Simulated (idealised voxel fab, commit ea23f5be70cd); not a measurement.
Process module in this document: voxel self aligned vias
Cross-section cut spans 295 nm and uses square cells 5 nm in size.
This document writes a cross-section as a grid whose cells are square, and gives it as bands, listed from the top down; one or more rows of cells form a band.
Band entry format. Leading values: height of top, height of bottom, nm. Remainder: materials in left-to-right order, each with its width in nm. Special words: "all across" on a single material, which then fills the band edge to edge; "air", empty space.
Zero point of the height axis is 0; under it, received wafer = one material. Lowest band: continues down indefinitely, "top 0, no bottom".
Think of "30..40" as a width that walks from the first number to the second as you go down the band, top row to bottom row, taking equal-sized steps from row to row.
Given "no alterations made" for a step, no cell of the cross-section differs between before and after that step.
The list in "Closed voids list" covers empty spaces of 8 cells or more that cannot reach the top through any open way, and it gives each as width x height at distance; the distance is from the left edge, and width, height and distance are in nm.
On each step's line, the part that comes after the settings is the simulator's own comment on the step.
overlay nm: right-of-plan distance of the mask on a masked step; negative values mean left-of-plan.
[Below is the list of planned process steps]
1: RECEIVE, material Si
2: CONFORMAL_DEP, material SiO2, thk nm 15
3: CONFORMAL_DEP, material SiCN, thk nm 5
4: DIRECTIONAL_DEP, material SiO2, thk nm 20
5: PATTERN, tone open, mask id LINES, material resist, width nm 20, pitch nm 60, thk nm 15, overlay nm 0
6: DIRECTIONAL_ETCH, etch materials SiO2, depth nm 20
7: STRIP, etch materials resist
8: CONFORMAL_DEP, material TiN, thk nm 5
9: FILL_DEP, material Ru, thk nm 5
10: CMP, height nm 40
11: SELECTIVE_ETCH, etch materials W Ru TiN, depth nm 5
12: FILL_DEP, material SiN, thk nm 5
13: CMP, height nm 40
14: DIRECTIONAL_DEP, material SiO2, thk nm 20
15: PATTERN, tone open, mask id VIAS, material resist, width nm 30, pitch nm 60, thk nm 20, overlay nm 0
16: DIRECTIONAL_ETCH, etch materials SiO2, depth nm 20
17: DIRECTIONAL_ETCH, etch materials SiN, depth nm 5
18: STRIP, etch materials resist
19: CONFORMAL_DEP, material TiN, thk nm 5
20: FILL_DEP, material Cu, thk nm 10
21: CMP, height nm 60
22: CONFORMAL_DEP, material SiN, thk nm 5
[This is the cross-section of the wafer as we received it, i.e. after step 1]
> top 0, no bottom  Si all across
> Closed voids list: none
[End-of-module XS, first of two wafers, run as planned]
> top 65, bottom 60  SiN all across
> top 60, bottom 45  SiO2 (70), then TiN (5), then Cu (20), then TiN (5), then SiO2 (30), then TiN (5), then Cu (20), then TiN (5), then SiO2 (30), then TiN (5), then Cu (20), then TiN (5), then SiO2 (75)
> top 45, bottom 40  SiO2 (70), then TiN (10), then Cu (10), then TiN (10), then SiO2 (30), then TiN (10), then Cu (10), then TiN (10), then SiO2 (30), then TiN (10), then Cu (10), then TiN (10), then SiO2 (75)
> top 40, bottom 35  SiO2 (75), then TiN (20), then SiO2 (40), then TiN (20), then SiO2 (40), then TiN (20), then SiO2 (80)
> top 35, bottom 25  SiO2 (75), then TiN (5), then Ru (10), then TiN (5), then SiO2 (40), then TiN (5), then Ru (10), then TiN (5), then SiO2 (40), then TiN (5), then Ru (10), then TiN (5), then SiO2 (80)
> top 25, bottom 20  SiO2 (75), then TiN (20), then SiO2 (40), then TiN (20), then SiO2 (40), then TiN (20), then SiO2 (80)
> top 20, bottom 15  SiCN all across
> top 15, bottom 0  SiO2 all across
> top 0, no bottom  Si all across
> Closed voids list: none
[This cross-section belongs to the second wafer of two at the end of the module; the start and the plan were shared with the first, and the run included one mistake]
> top 65, bottom 60  SiN all across
> top 60, bottom 45  SiO2 (70), then TiN (5), then Cu (20), then TiN (5), then SiO2 (30), then TiN (5), then Cu (20), then TiN (5), then SiO2 (30), then TiN (5), then Cu (20), then TiN (5), then SiO2 (75)
> top 45, bottom 40  SiO2 (70), then TiN (10), then Cu (10), then TiN (10), then SiO2 (30), then TiN (10), then Cu (10), then TiN (10), then SiO2 (30), then TiN (10), then Cu (10), then TiN (10), then SiO2 (75)
> top 40, bottom 35  SiO2 (75), then TiN (20), then SiO2 (40), then TiN (20), then SiO2 (40), then TiN (20), then SiO2 (80)
> top 35, bottom 25  SiO2 (75), then SiN (5), then Ru (10), then SiN (5), then SiO2 (40), then SiN (5), then Ru (10), then SiN (5), then SiO2 (40), then SiN (5), then Ru (10), then SiN (5), then SiO2 (80)
> top 25, bottom 20  SiO2 (75), then SiN (20), then SiO2 (40), then SiN (20), then SiO2 (40), then SiN (20), then SiO2 (80)
> top 20, bottom 15  SiCN all across
> top 15, bottom 0  SiO2 all across
> top 0, no bottom  Si all across
> Closed voids list: none
What was done differently from what was planned? off-plan run, step 8, actual operation and settings CONFORMAL_DEP, material SiN, thk nm 5
Per the end-of-run cell counts, the second wafer holds more or fewer of some materials than the first: SiN: 24 more, TiN: 24 fewer
